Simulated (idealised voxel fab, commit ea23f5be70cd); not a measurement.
Name of the process module below: voxel transistor to metal
cross-section cut | 170 nm wide | cells 5 nm
When this document writes out a cross-section, it uses a grid of square cells and lists it as bands, beginning at the top and moving down, with a band standing for one or more rows of cells. Band: top and bottom heights (nm) first, top before bottom; then materials from left to right, widths in nm. "edge to edge" marks a sole material filling the band edge to edge. "air" denotes empty space. Height reference: 0 = level under which incoming wafer is all one material. Lowest band: no bottom, runs on downward, e.g. "0 nm and below". With a width like "30..40", each row of cells in the band differs from the next by the same amount, the top row carrying the first number and the bottom row the second. "nothing altered" after a step means that no cell of the cross-section changed. Voids not open to the top, 8 cells minimum: see "Enclosed internal voids". Written width x height at distance; distance is from the left edge; nm. The remark found on a step's line after its settings is issued by the simulator itself and pertains to that step. The line of a step may include "overlay nm". On a step with a mask, this value is how far to the right of its planned place the mask lay. A negative value means the mask lay to the left.
### Steps in the process plan
1) RECEIVE (material Si)
2) CONFORMAL_DEP (material SiO2; thk nm 5)
3) CONFORMAL_DEP (material SiN; thk nm 15)
4) PATTERN (tone cover; mask id ACTIVE; material resist; width nm 85; thk nm 20; overlay nm 0)
5) DIRECTIONAL_ETCH (etch materials SiN; depth nm 15)
6) DIRECTIONAL_ETCH (etch materials SiO2; depth nm 5)
7) DIRECTIONAL_ETCH (etch materials Si; depth nm 25)
8) STRIP (etch materials resist)
9) OXIDIZE (depth nm 5)
10) FILL_DEP (material SiO2; thk nm 5)
11) CMP (height nm 20)
12) SELECTIVE_ETCH (etch materials SiO2; depth nm 5)
13) STRIP (etch materials SiN)
14) SELECTIVE_ETCH (etch materials SiO2; depth nm 5)
15) OXIDIZE (depth nm 5)
16) DIRECTIONAL_DEP (material polySi; thk nm 25)
17) DIRECTIONAL_DEP (material SiCN; thk nm 15)
18) PATTERN (tone cover; mask id GATE; material resist; width nm 15; thk nm 20; overlay nm 0)
19) DIRECTIONAL_ETCH (etch materials SiCN; depth nm 25)
20) DIRECTIONAL_ETCH (etch materials polySi; depth nm 35)
21) STRIP (etch materials resist)
22) CONFORMAL_DEP (material SiN; thk nm 10)
23) DIRECTIONAL_ETCH (etch materials SiN; depth nm 10)
24) DIRECTIONAL_ETCH (etch materials SiO2; depth nm 5)
25) DIRECTIONAL_ETCH (etch materials Si; depth nm 15)
26) EPI (material nSi; thk nm 15)
27) FILL_DEP (material SiO2; thk nm 5)
28) CMP (height nm 40)
29) DIRECTIONAL_DEP (material SiO2; thk nm 15)
30) MASKED_ETCH (tone open; mask id CONTACT; width nm 15; pitch nm 60; etch materials SiO2; depth nm 60; overlay nm 0)
31) CONFORMAL_DEP (material TiN; thk nm 5)
32) FILL_DEP (material Ru; thk nm 5)
33) CMP (height nm 55)
34) DIRECTIONAL_DEP (material TiN; thk nm 5)
35) DIRECTIONAL_DEP (material Ru; thk nm 15)
36) MASKED_ETCH (tone cover; mask id METAL_1; width nm 15; pitch nm 60; etch materials Ru; depth nm 15; overlay nm 0)
37) MASKED_ETCH (tone cover; mask id METAL_1; width nm 15; pitch nm 60; etch materials TiN; depth nm 5; overlay nm 0)
38) FILL_DEP (material lowk; thk nm 10)
39) CMP (height nm 75)
40) CONFORMAL_DEP (material SiCN; thk nm 5)
41) DIRECTIONAL_DEP (material SiO2; thk nm 25)
42) PATTERN (tone open; mask id METAL_2; material resist; width nm 15; pitch nm 60; thk nm 15; overlay nm 0)
43) DIRECTIONAL_ETCH (etch materials SiO2; depth nm 15)
44) STRIP (etch materials resist)
45) DIRECTIONAL_DEP (material aC; thk nm 15)
46) PATTERN (tone open; mask id METAL_2_HOLES; material resist; width nm 15; pitch nm 60; thk nm 35; overlay nm 0)
47) DIRECTIONAL_ETCH (etch materials aC; depth nm 15)
48) STRIP (etch materials resist)
49) DIRECTIONAL_ETCH (etch materials SiO2; depth nm 10)
50) DIRECTIONAL_ETCH (etch materials SiCN; depth nm 5)
51) STRIP (etch materials aC)
52) CONFORMAL_DEP (material TiN; thk nm 5)
53) FILL_DEP (material Ru; thk nm 5)
54) CMP (height nm 105)
55) CONFORMAL_DEP (material SiCN; thk nm 5)
### Cross-section of the wafer upon arrival, representing the state reached after step 1
* 0 nm and below | Si edge to edge
* Enclosed internal voids: none
### End-of-module cross-section. Starting structure and process plan as above; one mistake made in running it
* 110 nm to 105 nm | SiCN edge to edge
* 105 nm to 80 nm | SiO2: 45; TiN: 5; Ru: 5; TiN: 5; SiO2: 45; TiN: 5; Ru: 5; TiN: 5; SiO2: 50
* 80 nm to 75 nm | SiCN: 45; TiN: 15; SiCN: 45; TiN: 15; SiCN: 50
* 75 nm to 60 nm | lowk: 45; Ru: 15; lowk: 45; Ru: 15; lowk: 50
* 60 nm to 55 nm | lowk: 45; TiN: 15; lowk: 45; TiN: 15; lowk: 50
* 55 nm to 40 nm | SiO2: 45; TiN: 5; Ru: 5; TiN: 5; SiO2: 45; TiN: 5; Ru: 5; TiN: 5; SiO2: 50
* 40 nm to 25 nm | SiO2: 45; TiN: 5; Ru: 5; TiN: 5; SiO2: 5; SiN: 10; SiCN: 15; SiN: 10; SiO2: 5; TiN: 5; Ru: 5; TiN: 5; SiO2: 50
* 25 nm to 15 nm | SiO2: 45; TiN: 5; Ru: 5; TiN: 5; SiO2: 5; SiN: 10; polySi: 15; SiN: 10; SiO2: 5; TiN: 5; Ru: 5; TiN: 5; SiO2: 50
* 15 nm to 10 nm | SiO2: 45; TiN: 15; SiO2: 5; SiN: 10; polySi: 15; SiN: 10; SiO2: 5; TiN: 15; SiO2: 50
* 10 nm to 5 nm | SiO2: 35; SiN: 10; TiN: 5; nSi: 15; SiN: 10; polySi: 15; SiN: 10; nSi: 15; TiN: 5; SiN: 10; SiO2: 40
* 5 nm to 0 nm | SiO2: 35; SiN: 10; nSi: 20; SiN: 10; polySi: 15; SiN: 10; nSi: 20; SiN: 10; SiO2: 40
* 0 nm to -5 nm | SiO2: 35; SiN: 10; nSi: 20; SiO2: 35; nSi: 20; SiN: 10; SiO2: 40
* -5 nm to -10 nm | SiO2: 50; nSi: 15; Si: 35; nSi: 15; SiO2: 55
* -10 nm to -20 nm | SiO2: 45; Si: 5; nSi: 15; Si: 35; nSi: 15; Si: 5; SiO2: 50
* -20 nm to -30 nm | SiO2: 45; Si: 75; SiO2: 50
* -30 nm and below | Si edge to edge
* Enclosed internal voids: none
Error vs. plan: the plan's step 2 was left out and never carried out
